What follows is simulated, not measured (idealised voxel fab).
The document below concerns the process module designated voxel transistor to metal.
Cross-section cut spans 265 nm and uses square cells 5 nm in size.
Reading order for cross-sections: top band down to bottom band. Underlying form: a grid of square cells. Band size: one or more rows of cells. The entry gives the band's vertical extent as a top height and a bottom height in nm, then its horizontal make-up as materials from left to right, each with a width in nm. "blank" stands for empty space; a single material marked "all across" fills the band edge to edge. Height reference: 0 = level under which incoming wafer is all one material. Lowest band: no bottom, runs on downward, e.g. "0 down". The two numbers in a width such as "30..40" mark its ends across the band: the first belongs to the top row of cells, the second to the bottom row, and from each row to the next the width moves by the same amount. It should be understood that the words "identical to before", when stated for a given step, signify that the cross-section underwent no change in any of its cells during that step. You'll see "Unvented internal voids" listing empty spaces that have no way open to the top, as long as they're 8 cells or more; the notation is width x height at distance, where the distance is from the left edge, and all of it is in nm. On a step's line, text after the settings is the simulator commenting on that step. The setting "overlay nm" may be written on the line of a step. When the step uses a mask, the value reports how far to the right of the planned place the mask lay, and a negative value reports that it lay to the left.
THE FOLLOWING LIST GIVES THE PLANNED PROCESS STEPS
| 1 | RECEIVE,material Si |
| 2 | CONFORMAL_DEP,material SiO2,thk nm 5 |
| 3 | CONFORMAL_DEP,material SiN,thk nm 10 |
| 4 | DIRECTIONAL_DEP,material aC,thk nm 10 |
| 5 | PATTERN,tone cover,mask id ACTIVE,material resist,width nm 105,pitch nm 125,thk nm 30,overlay nm 0 |
| 6 | DIRECTIONAL_ETCH,etch materials aC,depth nm 10 |
| 7 | STRIP,etch materials resist |
| 8 | DIRECTIONAL_ETCH,etch materials SiN,depth nm 10 |
| 9 | DIRECTIONAL_ETCH,etch materials SiO2,depth nm 5 |
| 10 | DIRECTIONAL_ETCH,etch materials Si,depth nm 35 |
| 11 | STRIP,etch materials aC |
| 12 | FILL_DEP,material SiO2,thk nm 10 |
| 13 | CMP,height nm 15 |
| 14 | SELECTIVE_ETCH,etch materials SiO2,depth nm 5 |
| 15 | STRIP,etch materials SiN |
| 16 | SELECTIVE_ETCH,etch materials SiO2,depth nm 5 |
| 17 | OXIDIZE,depth nm 5 |
| 18 | DIRECTIONAL_DEP,material polySi,thk nm 25 |
| 19 | DIRECTIONAL_DEP,material SiCN,thk nm 15 |
| 20 | MASKED_ETCH,tone cover,mask id GATE,width nm 25,pitch nm 125,etch materials SiCN,depth nm 25,overlay nm 0 |
| 21 | MASKED_ETCH,tone cover,mask id GATE,width nm 25,pitch nm 125,etch materials polySi,depth nm 35,overlay nm 0 |
| 22 | CONFORMAL_DEP,material SiN,thk nm 5 |
| 23 | DIRECTIONAL_ETCH,etch materials SiN,depth nm 5 |
| 24 | DIRECTIONAL_ETCH,etch materials SiO2,depth nm 5 |
| 25 | EPI,material nSi,thk nm 5 |
| 26 | FILL_DEP,material SiO2,thk nm 10 |
| 27 | CMP,height nm 25 |
| 28 | STRIP,etch materials polySi |
| 29 | SELECTIVE_ETCH,etch materials SiO2,depth nm 5 |
| 30 | CONFORMAL_DEP,material HfO2,thk nm 5 |
| 31 | CONFORMAL_DEP,material TiN,thk nm 5 |
| 32 | FILL_DEP,material W,thk nm 10 |
| 33 | CMP,height nm 20 |
| 34 | DIRECTIONAL_DEP,material SiO2,thk nm 10 |
| 35 | PATTERN,tone open,mask id CONTACT,material resist,width nm 15,thk nm 20,overlay nm 0 |
| 36 | DIRECTIONAL_ETCH,etch materials SiO2,depth nm 30 |
| 37 | STRIP,etch materials resist |
| 38 | CONFORMAL_DEP,material TiN,thk nm 5 |
| 39 | FILL_DEP,material Ru,thk nm 10 |
| 40 | CMP,height nm 30 |
| 41 | CONFORMAL_DEP,material SiN,thk nm 5 |
| 42 | DIRECTIONAL_DEP,material lowk,thk nm 15 |
| 43 | PATTERN,tone open,mask id METAL_1,material resist,width nm 15,thk nm 15,overlay nm 0 |
| 44 | DIRECTIONAL_ETCH,etch materials lowk,depth nm 15 |
| 45 | DIRECTIONAL_ETCH,etch materials SiN,depth nm 5 |
| 46 | STRIP,etch materials resist |
| 47 | CONFORMAL_DEP,material TiN,thk nm 5 |
| 48 | FILL_DEP,material Cu,thk nm 5 |
| 49 | CMP,height nm 50 |
| 50 | EPI,material Ru,thk nm 5 |
| 51 | FILL_DEP,material SiCN,thk nm 5 |
SHOWN IN CROSS-SECTION IS THE WAFER AS RECEIVED, THAT IS, AS IT STANDS AFTER STEP 1
    0 down: Si all across
    Unvented internal voids: none
END-OF-MODULE XS, FIRST OF TWO WAFERS, RUN AS PLANNED
    60 to 55: SiCN all across
    55 to 50: 20 of SiCN, 25 of Ru, 45 of SiCN, 25 of Ru, 30 of SiCN, 25 of Ru, 45 of SiCN, 25 of Ru, 25 of SiCN
    50 to 35: 25 of lowk, 5 of TiN, 5 of Cu, 5 of TiN, 55 of lowk, 5 of TiN, 5 of Cu, 5 of TiN, 40 of lowk, 5 of TiN, 5 of Cu, 5 of TiN, 55 of lowk, 5 of TiN, 5 of Cu, 5 of TiN, 30 of lowk
    35 to 30: 25 of SiN, 15 of TiN, 55 of SiN, 15 of TiN, 40 of SiN, 15 of TiN, 55 of SiN, 15 of TiN, 30 of SiN
    30 to 20: 25 of SiO2, 5 of TiN, 5 of Ru, 5 of TiN, 55 of SiO2, 5 of TiN, 5 of Ru, 5 of TiN, 40 of SiO2, 5 of TiN, 5 of Ru, 5 of TiN, 55 of SiO2, 5 of TiN, 5 of Ru, 5 of TiN, 30 of SiO2
    20 to 5: 25 of SiO2, 5 of TiN, 5 of Ru, 5 of TiN, 10 of SiO2, 5 of SiN, 5 of HfO2, 5 of TiN, 5 of W, 5 of TiN, 5 of HfO2, 5 of SiN, 10 of SiO2, 5 of TiN, 5 of Ru, 5 of TiN, 40 of SiO2, 5 of TiN, 5 of Ru, 5 of TiN, 10 of SiO2, 5 of SiN, 5 of HfO2, 5 of TiN, 5 of W, 5 of TiN, 5 of HfO2, 5 of SiN, 10 of SiO2, 5 of TiN, 5 of Ru, 5 of TiN, 30 of SiO2
    5 to 0: 10 of SiO2, 5 of SiN, 10 of SiO2, 15 of TiN, 10 of SiO2, 5 of SiN, 5 of HfO2, 15 of TiN, 5 of HfO2, 5 of SiN, 10 of SiO2, 15 of TiN, 10 of SiO2, 5 of SiN, 10 of SiO2, 5 of SiN, 10 of SiO2, 15 of TiN, 10 of SiO2, 5 of SiN, 5 of HfO2, 15 of TiN, 5 of HfO2, 5 of SiN, 10 of SiO2, 15 of TiN, 10 of SiO2, 5 of SiN, 15 of SiO2
    0 to -5: 15 of SiO2, 35 of nSi, 35 of HfO2, 35 of nSi, 20 of SiO2, 35 of nSi, 35 of HfO2, 35 of nSi, 20 of SiO2
    -5 to -35: 15 of SiO2, 105 of Si, 20 of SiO2, 105 of Si, 20 of SiO2
    -35 down: Si all across
    Unvented internal voids: none
PRESENTED HERE IS A CROSS-SECTION OF THE SECOND OF THE TWO WAFERS AS IT STOOD AT THE END OF THE MODULE. IT WAS STARTED IN THE SAME MANNER AND ASSIGNED THE SAME PLAN AS THE FIRST WAFER; HOWEVER, ONE MISTAKE WAS MADE IN ITS EXECUTION
    60 to 55: SiCN all across
    55 to 50: 20 of SiCN, 25 of Ru, 45 of SiCN, 25 of Ru, 30 of SiCN, 25 of Ru, 45 of SiCN, 25 of Ru, 25 of SiCN
    50 to 35: 25 of lowk, 5 of TiN, 5 of Cu, 5 of TiN, 55 of lowk, 5 of TiN, 5 of Cu, 5 of TiN, 40 of lowk, 5 of TiN, 5 of Cu, 5 of TiN, 55 of lowk, 5 of TiN, 5 of Cu, 5 of TiN, 30 of lowk
    35 to 30: 25 of SiN, 15 of TiN, 55 of SiN, 15 of TiN, 40 of SiN, 15 of TiN, 55 of SiN, 15 of TiN, 30 of SiN
    30 to 20: 25 of SiO2, 5 of TiN, 5 of Ru, 5 of TiN, 55 of SiO2, 5 of TiN, 5 of Ru, 5 of TiN, 40 of SiO2, 5 of TiN, 5 of Ru, 5 of TiN, 55 of SiO2, 5 of TiN, 5 of Ru, 5 of TiN, 30 of SiO2
    20 to 5: 25 of SiO2, 5 of TiN, 5 of Ru, 5 of TiN, 10 of SiO2, 5 of SiN, 5 of HfO2, 5 of TiN, 5 of W, 5 of TiN, 5 of HfO2, 5 of SiN, 10 of SiO2, 5 of TiN, 5 of Ru, 5 of TiN, 40 of SiO2, 5 of TiN, 5 of Ru, 5 of TiN, 10 of SiO2, 5 of SiN, 5 of HfO2, 5 of TiN, 5 of W, 5 of TiN, 5 of HfO2, 5 of SiN, 10 of SiO2, 5 of TiN, 5 of Ru, 5 of TiN, 30 of SiO2
    5 to 0: 10 of SiO2, 5 of SiN, 10 of SiO2, 15 of TiN, 10 of SiO2, 5 of SiN, 5 of HfO2, 15 of TiN, 5 of HfO2, 5 of SiN, 10 of SiO2, 15 of TiN, 10 of SiO2, 5 of SiN, 10 of SiO2, 5 of SiN, 10 of SiO2, 15 of TiN, 10 of SiO2, 5 of SiN, 5 of HfO2, 15 of TiN, 5 of HfO2, 5 of SiN, 10 of SiO2, 15 of TiN, 10 of SiO2, 5 of SiN, 15 of SiO2
    0 to -5: 15 of SiO2, 35 of nSi, 35 of HfO2, 35 of nSi, 20 of SiO2, 35 of nSi, 35 of HfO2, 35 of nSi, 20 of SiO2
    -5 to -70: 15 of SiO2, 105 of Si, 20 of SiO2, 105 of Si, 20 of SiO2
    -70 down: Si all across
    Unvented internal voids: none
Which mistake was made when the wafer was run? twice over, step 10 of the plan was run
Cell-count delta at end, second wafer over first, by material: 77 fewer of Si; 77 more of SiO2
